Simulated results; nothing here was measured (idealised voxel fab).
voxel transistor to metal: a process module
In the cross-section labelled cut, the width is 270 nm and each square cell is 5 nm.
Notation: cross-section as square-cell grid; stated in bands, top first, going down; one or more cell rows per band. Each band's line starts with the height of the band's top and of its bottom, in nm. Then come its materials from left to right, each with its width in nm. One material with "everywhere" fills the band from edge to edge. "empty" is empty space. Below 0: as-received wafer, all one material; heights counted from there. Lowest band: no bottom, goes on down, written "from 0 down". The expression "30 to 40" gives the width at the extremes of the band, the first number at its top row of cells and the second at its bottom row, with the width changing by equal amounts from each row to the next in between. The cross-section has no changed cell in any step marked "identical to before". For the entry "Sealed void inventory", the listed items are empty spaces with no open way to the top whose size is 8 cells or more; each item follows the pattern width x height at distance, where distance is from the left edge and all three are in nm. What comes after the settings on a step's line is commentary from the simulator itself on that step. "overlay nm" answers the question of how far to the right of plan the mask lay on a step that has a mask, and when it is negative the answer is to the left.
Intended process steps:
| 1 | op RECEIVE | material Si |
| 2 | op CONFORMAL_DEP | material SiO2 | thk nm 5 |
| 3 | op CONFORMAL_DEP | material SiN | thk nm 15 |
| 4 | op DIRECTIONAL_DEP | material aC | thk nm 15 |
| 5 | op PATTERN | tone cover | mask id ACTIVE | material resist | width nm 105 | pitch nm 135 | thk nm 30 | overlay nm 0 |
| 6 | op DIRECTIONAL_ETCH | etch materials aC | depth nm 15 |
| 7 | op STRIP | etch materials resist |
| 8 | op DIRECTIONAL_ETCH | etch materials SiN | depth nm 15 |
| 9 | op DIRECTIONAL_ETCH | etch materials SiO2 | depth nm 5 |
| 10 | op DIRECTIONAL_ETCH | etch materials Si | depth nm 25 |
| 11 | op STRIP | etch materials aC |
| 12 | op OXIDIZE | depth nm 5 |
| 13 | op FILL_DEP | material SiO2 | thk nm 5 |
| 14 | op CMP | height nm 20 |
| 15 | op SELECTIVE_ETCH | etch materials SiO2 | depth nm 5 |
| 16 | op STRIP | etch materials SiN |
| 17 | op SELECTIVE_ETCH | etch materials SiO2 | depth nm 5 |
| 18 | op OXIDIZE | depth nm 5 |
| 19 | op DIRECTIONAL_DEP | material polySi | thk nm 20 |
| 20 | op DIRECTIONAL_DEP | material SiCN | thk nm 10 |
| 21 | op MASKED_ETCH | tone cover | mask id GATE | width nm 25 | pitch nm 135 | etch materials SiCN | depth nm 20 | overlay nm 0 |
| 22 | op MASKED_ETCH | tone cover | mask id GATE | width nm 25 | pitch nm 135 | etch materials polySi | depth nm 30 | overlay nm 0 |
| 23 | op CONFORMAL_DEP | material SiN | thk nm 5 |
| 24 | op DIRECTIONAL_ETCH | etch materials SiN | depth nm 5 |
| 25 | op DIRECTIONAL_ETCH | etch materials SiO2 | depth nm 5 |
| 26 | op DIRECTIONAL_ETCH | etch materials Si | depth nm 10 |
| 27 | op EPI | material pSi | thk nm 15 |
| 28 | op FILL_DEP | material SiO2 | thk nm 10 |
| 29 | op CMP | height nm 30 |
| 30 | op DIRECTIONAL_DEP | material SiO2 | thk nm 10 |
| 31 | op PATTERN | tone open | mask id CONTACT | material resist | width nm 25 | thk nm 20 | overlay nm 0 |
| 32 | op DIRECTIONAL_ETCH | etch materials SiO2 | depth nm 40 |
| 33 | op STRIP | etch materials resist |
| 34 | op CONFORMAL_DEP | material TiN | thk nm 5 |
| 35 | op FILL_DEP | material Ru | thk nm 5 |
| 36 | op CMP | height nm 40 |
| 37 | op CONFORMAL_DEP | material SiN | thk nm 5 |
| 38 | op DIRECTIONAL_DEP | material lowk | thk nm 25 |
| 39 | op PATTERN | tone open | mask id METAL_1 | material resist | width nm 15 | thk nm 20 | overlay nm 0 |
| 40 | op DIRECTIONAL_ETCH | etch materials lowk | depth nm 25 |
| 41 | op DIRECTIONAL_ETCH | etch materials SiN | depth nm 5 |
| 42 | op STRIP | etch materials resist |
| 43 | op CONFORMAL_DEP | material TiN | thk nm 5 |
| 44 | op FILL_DEP | material Ru | thk nm 5 |
| 45 | op CMP | height nm 70 |
| 46 | op CONFORMAL_DEP | material SiCN | thk nm 5 |
Shown in cross-section is the wafer as received, that is, as it stands after step 1:
> from 0 down: Si everywhere
> Sealed void inventory: none
Final cross-section, module run with one mistake (start and plan as above):
> from 75 to 70: SiCN everywhere
> from 70 to 45: 20 nm lowk; 5 nm TiN; 5 nm Ru; 5 nm TiN; 55 nm lowk; 5 nm TiN; 5 nm Ru; 5 nm TiN; 50 nm lowk; 5 nm TiN; 5 nm Ru; 5 nm TiN; 55 nm lowk; 5 nm TiN; 5 nm Ru; 5 nm TiN; 30 nm lowk
> from 45 to 40: 20 nm SiN; 15 nm TiN; 55 nm SiN; 15 nm TiN; 50 nm SiN; 15 nm TiN; 55 nm SiN; 15 nm TiN; 30 nm SiN
> from 40 to 30: 25 nm SiO2; 5 nm TiN; 15 nm Ru; 5 nm TiN; 35 nm SiO2; 5 nm TiN; 15 nm Ru; 5 nm TiN; 50 nm SiO2; 5 nm TiN; 15 nm Ru; 5 nm TiN; 35 nm SiO2; 5 nm TiN; 15 nm Ru; 5 nm TiN; 25 nm SiO2
> from 30 to 20: 25 nm SiO2; 5 nm TiN; 15 nm Ru; 5 nm TiN; 5 nm SiN; 25 nm SiCN; 5 nm SiN; 5 nm TiN; 15 nm Ru; 5 nm TiN; 50 nm SiO2; 5 nm TiN; 15 nm Ru; 5 nm TiN; 5 nm SiN; 25 nm SiCN; 5 nm SiN; 5 nm TiN; 15 nm Ru; 5 nm TiN; 25 nm SiO2
> from 20 to 15: 25 nm SiO2; 5 nm TiN; 15 nm Ru; 5 nm TiN; 5 nm SiN; 25 nm polySi; 5 nm SiN; 5 nm TiN; 15 nm Ru; 5 nm TiN; 50 nm SiO2; 5 nm TiN; 15 nm Ru; 5 nm TiN; 5 nm SiN; 25 nm polySi; 5 nm SiN; 5 nm TiN; 15 nm Ru; 5 nm TiN; 25 nm SiO2
> from 15 to 10: 25 nm SiO2; 25 nm TiN; 5 nm SiN; 25 nm polySi; 5 nm SiN; 25 nm TiN; 50 nm SiO2; 25 nm TiN; 5 nm SiN; 25 nm polySi; 5 nm SiN; 25 nm TiN; 25 nm SiO2
> from 10 to 0: 10 nm SiO2; 5 nm SiN; 10 nm SiO2; 10 nm TiN; 15 nm pSi; 5 nm SiN; 25 nm polySi; 5 nm SiN; 15 nm pSi; 10 nm TiN; 10 nm SiO2; 5 nm SiN; 20 nm SiO2; 5 nm SiN; 10 nm SiO2; 10 nm TiN; 15 nm pSi; 5 nm SiN; 25 nm polySi; 5 nm SiN; 15 nm pSi; 10 nm TiN; 10 nm SiO2; 5 nm SiN; 10 nm SiO2
> from 0 to -5: 15 nm SiO2; 35 nm pSi; 35 nm SiO2; 35 nm pSi; 30 nm SiO2; 35 nm pSi; 35 nm SiO2; 35 nm pSi; 15 nm SiO2
> from -5 to -15: 20 nm SiO2; 30 nm pSi; 35 nm Si; 30 nm pSi; 40 nm SiO2; 30 nm pSi; 35 nm Si; 30 nm pSi; 20 nm SiO2
> from -15 to -30: 20 nm SiO2; 95 nm Si; 40 nm SiO2; 95 nm Si; 20 nm SiO2
> from -30 down: Si everywhere
> Sealed void inventory: none
Deviation from plan: rather than as planned, step 39 actually ran as op PATTERN | tone open | mask id METAL_1 | material resist | width nm 15 | thk nm 20 | overlay nm -5
